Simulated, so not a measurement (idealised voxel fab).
Process module, titled voxel spacer lines
Shown is cross-section cut, with a width of 205 nm and square cells of size 5 nm.
Cross-sections here: square-cell grids, written as top-down lists of bands, a band being one or more rows of cells.
Band: top height; bottom height; in nm. Then, left to right: material with width in nm, for each material. "full width": a single material spanning edge to edge. "empty": empty space.
Counting heights begins at 0, where everything beneath is, in the wafer as received, one material. The lowest band has no bottom; it goes on downwards, as "0 and below" shows.
Quick explanation for "30 to 40": the width changes in equal steps down the rows of cells, from the first number in the band's top row to the second number in its bottom row.
It should be understood that the words "nothing got changed", when stated for a given step, signify that the cross-section underwent no change in any of its cells during that step.
Listed in "closed voids": every empty space of 8 or more cells without an open way to the top. Form: width x height at distance, the distance being from the left edge, all in nm.
Step line, after settings: the simulator's comment on this step.
Steps that use a mask can have "overlay nm" on their line. It says how far the mask sat to the right of where it was meant to be. Negative means to the left.
-- Listed below are the process steps as planned
1 RECEIVE (material Si)
2 CONFORMAL_DEP (material Al2O3; thk nm 10)
3 DIRECTIONAL_DEP (material W; thk nm 15)
4 DIRECTIONAL_DEP (material aC; thk nm 20)
5 PATTERN (tone cover; mask id MANDREL; material resist; width nm 15; pitch nm 50; thk nm 25; overlay nm 0)
6 DIRECTIONAL_ETCH (etch materials aC; depth nm 20)
7 STRIP (etch materials resist)
8 CONFORMAL_DEP (material SiO2; thk nm 10)
9 DIRECTIONAL_ETCH (etch materials SiO2; depth nm 10)
10 STRIP (etch materials aC)
11 DIRECTIONAL_ETCH (etch materials W; depth nm 5)
12 STRIP (etch materials SiO2)
13 FILL_DEP (material SiO2; thk nm 10)
14 CMP (height nm 25)
varied across the wafers: depth nm of step 11. The plan shows the first wafer's value. All wafers start alike
-- Cross-sectional view of the first of several wafers in the as-received condition, corresponding to the state following step 1
    0 and below | Si full width
    closed voids: none
-- Tabulated below, wafer by wafer, are the end-of-module results: for each material, the number of cells gained (+) or lost (-) relative to the as-received state, followed by the closed voids
depth nm 5, +82 Al2O3, +33 SiO2, +90 W, closed voids: none
depth nm 10, +82 Al2O3, +66 SiO2, +57 W, closed voids: none
depth nm 15, +82 Al2O3, +99 SiO2, +24 W, closed voids: none
depth nm 20, +82 Al2O3, +99 SiO2, +24 W, closed voids: none
depth nm 25, +82 Al2O3, +99 SiO2, +24 W, closed voids: none
depth nm 30, +82 Al2O3, +99 SiO2, +24 W, closed voids: none
